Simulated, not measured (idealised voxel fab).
Process module in this document: voxel capacitor over wiring
Cross-section cut spans 180 nm and uses square cells 5 nm in size.
Cross-section spec: square-cell grid; bands listed top down; each band is one or more rows. Heights first: top, then bottom, in nm. Then materials, left to right, each with a width in nm. "everywhere" on a single material: fills the band edge to edge. "empty": empty space. For the purposes of this specification, 0 denotes the height below which the wafer in its as-received condition is composed wholly of one material, and the lowermost band, lacking a lower limit, extends downward without end, as expressed in "0 -> down". Quick explanation for "30..40": the width changes in equal steps down the rows of cells, from the first number in the band's top row to the second number in its bottom row. Reading "identical to before" for a step: not a cell of the cross-section changed in it. In "Tabulated closed voids" the enclosed voids are listed, meaning empty spaces of 8 cells or larger without any opening to the top. The form is width x height at distance, distance from the left edge, units nm. Anything after a step's settings on that line? It's the simulator's own note about the step. "overlay nm" on a masked step: distance the mask lay right of its planned place, negative for left.

**List of planned process steps**
1,op RECEIVE | material Si
2,op CONFORMAL_DEP | material SiO2 | thk nm 15
3,op CONFORMAL_DEP | material SiCN | thk nm 5
4,op DIRECTIONAL_DEP | material SiO2 | thk nm 25
5,op MASKED_ETCH | tone open | mask id METAL_1 | width nm 25 | pitch nm 75 | etch materials SiO2 | depth nm 25 | overlay nm 0
6,op MASKED_ETCH | tone open | mask id METAL_1 | width nm 25 | pitch nm 75 | etch materials SiCN | depth nm 5 | overlay nm 0
7,op CONFORMAL_DEP | material TiN | thk nm 5
8,op FILL_DEP | material W | thk nm 10
9,op CMP | height nm 45
10,op CONFORMAL_DEP | material SiCN | thk nm 5
11,op DIRECTIONAL_DEP | material SiO2 | thk nm 20
12,op MASKED_ETCH | tone open | mask id PLUG_1 | width nm 15 | etch materials SiO2 | depth nm 20 | overlay nm 0
13,op MASKED_ETCH | tone open | mask id PLUG_1 | width nm 15 | etch materials SiCN | depth nm 5 | overlay nm 0
14,op EPI | material Ru | thk nm 10
15,op EPI | material Ru | thk nm 10
16,op EPI | material Ru | thk nm 5
17,op DIRECTIONAL_DEP | material TiN | thk nm 10
18,op DIRECTIONAL_DEP | material SiN | thk nm 5
19,op DIRECTIONAL_DEP | material TiN | thk nm 10
20,op MASKED_ETCH | tone cover | mask id UPPER_PLATE | width nm 55 | etch materials TiN | depth nm 10 | overlay nm 0
21,op MASKED_ETCH | tone cover | mask id UPPER_PLATE | width nm 55 | etch materials SiN | depth nm 5 | overlay nm 0
22,op PATTERN | tone cover | mask id LOWER_PLATE | material resist | width nm 65 | thk nm 20 | overlay nm 0
23,op DIRECTIONAL_ETCH | etch materials TiN | depth nm 10
24,op STRIP | etch materials resist
25,op FILL_DEP | material SiO2 | thk nm 15
26,op CMP | height nm 105
27,op MASKED_ETCH | tone open | mask id PLUG_2 | width nm 15 | etch materials SiO2 | depth nm 10 | overlay nm 0
28,op CONFORMAL_DEP | material TiN | thk nm 5
29,op FILL_DEP | material Cu | thk nm 10
30,op CMP | height nm 105
31,op CONFORMAL_DEP | material SiN | thk nm 5

**first wafer, as planned**

**Wafer at receipt (post step 1), cross-section**
  0 -> down: Si everywhere
  Tabulated closed voids: none

**Presented here is a cross-section of the wafer after step 2 has been performed**
  15 -> 0: SiO2 everywhere
  Everything below 0 is unchanged.

**Presented here is a cross-section of the wafer after step 3 has been performed**
  20 -> 15: SiCN everywhere
  Everything below 15 is unchanged.

**Presented here is a cross-section of the wafer after step 4 has been performed**
  45 -> 20: SiO2 everywhere
  Everything below 20 is unchanged.

**Presented here is a cross-section of the wafer after step 5 has been performed**
  45 -> 20: SiO2 40  empty 25  SiO2 50  empty 25  SiO2 40
  Everything below 20 is unchanged.

**Presented here is a cross-section of the wafer after step 6 has been performed**
  45 -> 20: SiO2 40  empty 25  SiO2 50  empty 25  SiO2 40
  20 -> 15: SiCN 40  empty 25  SiCN 50  empty 25  SiCN 40
  Everything below 15 is unchanged.

**Presented here is a cross-section of the wafer after step 7 has been performed**
  50 -> 45: TiN 45  empty 15  TiN 60  empty 15  TiN 45
  45 -> 20: SiO2 40  TiN 5  empty 15  TiN 5  SiO2 50  TiN 5  empty 15  TiN 5  SiO2 40
  20 -> 15: SiCN 40  TiN 25  SiCN 50  TiN 25  SiCN 40
  Everything below 15 is unchanged.

**Presented here is a cross-section of the wafer after step 8 has been performed**
  60 -> 50: W everywhere
  50 -> 45: TiN 45  W 15  TiN 60  W 15  TiN 45
  45 -> 20: SiO2 40  TiN 5  W 15  TiN 5  SiO2 50  TiN 5  W 15  TiN 5  SiO2 40
  Everything below 20 is unchanged.

**Presented here is a cross-section of the wafer after step 9 has been performed**
  45 -> 20: SiO2 40  TiN 5  W 15  TiN 5  SiO2 50  TiN 5  W 15  TiN 5  SiO2 40
  Everything below 20 is unchanged.

**Presented here is a cross-section of the wafer after step 10 has been performed**
  50 -> 45: SiCN everywhere
  Everything below 45 is unchanged.

**Presented here is a cross-section of the wafer after step 11 has been performed**
  70 -> 50: SiO2 everywhere
  Everything below 50 is unchanged.

**Presented here is a cross-section of the wafer after step 12 has been performed**
  70 -> 50: SiO2 50  empty 15  SiO2 115
  Everything below 50 is unchanged.

**Presented here is a cross-section of the wafer after step 13 has been performed**
  70 -> 50: SiO2 50  empty 15  SiO2 115
  50 -> 45: SiCN 50  empty 15  SiCN 115
  Everything below 45 is unchanged.

**Presented here is a cross-section of the wafer after step 14 has been performed**
  70 -> 55: SiO2 50  empty 15  SiO2 115
  55 -> 50: SiO2 50  Ru 15  SiO2 115
  50 -> 45: SiCN 50  Ru 15  SiCN 115
  Everything below 45 is unchanged.

**Presented here is a cross-section of the wafer after step 15 has been performed**
  70 -> 65: SiO2 50  empty 15  SiO2 115
  65 -> 50: SiO2 50  Ru 15  SiO2 115
  Everything below 50 is unchanged.

**Presented here is a cross-section of the wafer after step 16 has been performed**
  70 -> 50: SiO2 50  Ru 15  SiO2 115
  Everything below 50 is unchanged.

**Presented here is a cross-section of the wafer after step 17 has been performed**
  80 -> 70: TiN everywhere
  Everything below 70 is unchanged.

**Presented here is a cross-section of the wafer after step 18 has been performed**
  85 -> 80: SiN everywhere
  Everything below 80 is unchanged.

**Presented here is a cross-section of the wafer after step 19 has been performed**
  95 -> 85: TiN everywhere
  Everything below 85 is unchanged.

**Presented here is a cross-section of the wafer after step 20 has been performed**
  95 -> 85: empty 50  TiN 55  empty 75
  Everything below 85 is unchanged.

**Presented here is a cross-section of the wafer after step 21 has been performed**
  95 -> 85: empty 50  TiN 55  empty 75
  85 -> 80: empty 50  SiN 55  empty 75
  Everything below 80 is unchanged.

**Presented here is a cross-section of the wafer after step 22 has been performed**
  115 -> 95: empty 45  resist 65  empty 70
  95 -> 85: empty 45  resist 5  TiN 55  resist 5  empty 70
  85 -> 80: empty 45  resist 5  SiN 55  resist 5  empty 70
  Everything below 80 is unchanged.

**Presented here is a cross-section of the wafer after step 23 has been performed**
  115 -> 95: empty 45  resist 65  empty 70
  95 -> 85: empty 45  resist 5  TiN 55  resist 5  empty 70
  85 -> 80: empty 45  resist 5  SiN 55  resist 5  empty 70
  80 -> 70: empty 45  TiN 65  empty 70
  Everything below 70 is unchanged.

**Presented here is a cross-section of the wafer after step 24 has been performed**
  95 -> 85: empty 50  TiN 55  empty 75
  85 -> 80: empty 50  SiN 55  empty 75
  Everything below 80 is unchanged.

**Presented here is a cross-section of the wafer after step 25 has been performed**
  110 -> 95: SiO2 everywhere
  95 -> 85: SiO2 50  TiN 55  SiO2 75
  85 -> 80: SiO2 50  SiN 55  SiO2 75
  80 -> 70: SiO2 45  TiN 65  SiO2 70
  Everything below 70 is unchanged.

**Presented here is a cross-section of the wafer after step 26 has been performed**
  105 -> 95: SiO2 everywhere
  Everything below 95 is unchanged.

**Presented here is a cross-section of the wafer after step 27 has been performed**
  105 -> 95: SiO2 60  empty 15  SiO2 105
  Everything below 95 is unchanged.

**Presented here is a cross-section of the wafer after step 28 has been performed**
  110 -> 105: TiN 65  empty 5  TiN 110
  105 -> 100: SiO2 60  TiN 5  empty 5  TiN 5  SiO2 105
  100 -> 95: SiO2 60  TiN 15  SiO2 105
  Everything below 95 is unchanged.

**Presented here is a cross-section of the wafer after step 29 has been performed**
  120 -> 110: Cu everywhere
  110 -> 105: TiN 65  Cu 5  TiN 110
  105 -> 100: SiO2 60  TiN 5  Cu 5  TiN 5  SiO2 105
  Everything below 100 is unchanged.

**Presented here is a cross-section of the wafer after step 30 has been performed**
  105 -> 100: SiO2 60  TiN 5  Cu 5  TiN 5  SiO2 105
  Everything below 100 is unchanged.

**Presented here is a cross-section of the wafer after step 31 has been performed**
  110 -> 105: SiN everywhere
  Everything below 105 is unchanged.

**Second of two: same start, same plan, one run error; steps up to and including 17 match the first**

**At the planned end of step 18, the second wafer in cross-section**
  90 -> 70: TiN everywhere
  Everything below 70 is unchanged.

**At the planned end of step 19, the second wafer in cross-section**
  95 -> 90: SiN everywhere
  Everything below 90 is unchanged.

At the planned end of step 20, the second wafer in cross-section: identical to before

**At the planned end of step 21, the second wafer in cross-section**
  95 -> 90: empty 50  SiN 55  empty 75
  Everything below 90 is unchanged.

**At the planned end of step 22, the second wafer in cross-section**
  115 -> 95: empty 45  resist 65  empty 70
  95 -> 90: empty 45  resist 5  SiN 55  resist 5  empty 70
  Everything below 90 is unchanged.

**At the planned end of step 23, the second wafer in cross-section**
  115 -> 95: empty 45  resist 65  empty 70
  95 -> 90: empty 45  resist 5  SiN 55  resist 5  empty 70
  90 -> 80: empty 45  TiN 65  empty 70
  Everything below 80 is unchanged.

**At the planned end of step 24, the second wafer in cross-section**
  95 -> 90: empty 50  SiN 55  empty 75
  Everything below 90 is unchanged.

**At the planned end of step 25, the second wafer in cross-section**
  110 -> 95: SiO2 everywhere
  95 -> 90: SiO2 50  SiN 55  SiO2 75
  90 -> 80: SiO2 45  TiN 65  SiO2 70
  Everything below 80 is unchanged.

**At the planned end of step 26, the second wafer in cross-section**
  105 -> 95: SiO2 everywhere
  Everything below 95 is unchanged.

**At the planned end of step 27, the second wafer in cross-section**
  105 -> 95: SiO2 60  empty 15  SiO2 105
  Everything below 95 is unchanged.

**At the planned end of step 28, the second wafer in cross-section**
  110 -> 105: TiN 65  empty 5  TiN 110
  105 -> 100: SiO2 60  TiN 5  empty 5  TiN 5  SiO2 105
  100 -> 95: SiO2 60  TiN 15  SiO2 105
  Everything below 95 is unchanged.

**At the planned end of step 29, the second wafer in cross-section**
  120 -> 110: Cu everywhere
  110 -> 105: TiN 65  Cu 5  TiN 110
  105 -> 100: SiO2 60  TiN 5  Cu 5  TiN 5  SiO2 105
  Everything below 100 is unchanged.

**At the planned end of step 30, the second wafer in cross-section**
  105 -> 100: SiO2 60  TiN 5  Cu 5  TiN 5  SiO2 105
  Everything below 100 is unchanged.

**At the planned end of step 31, the second wafer in cross-section**
  110 -> 105: SiN everywhere
  Everything below 105 is unchanged.
What broke from the plan during processing? the processing plan was not followed for steps 18 and 19, which were run with their positions exchanged
Per the end-of-run cell counts, the second wafer holds more or fewer of some materials than the first: SiO2: 50 fewer, TiN: 50 more
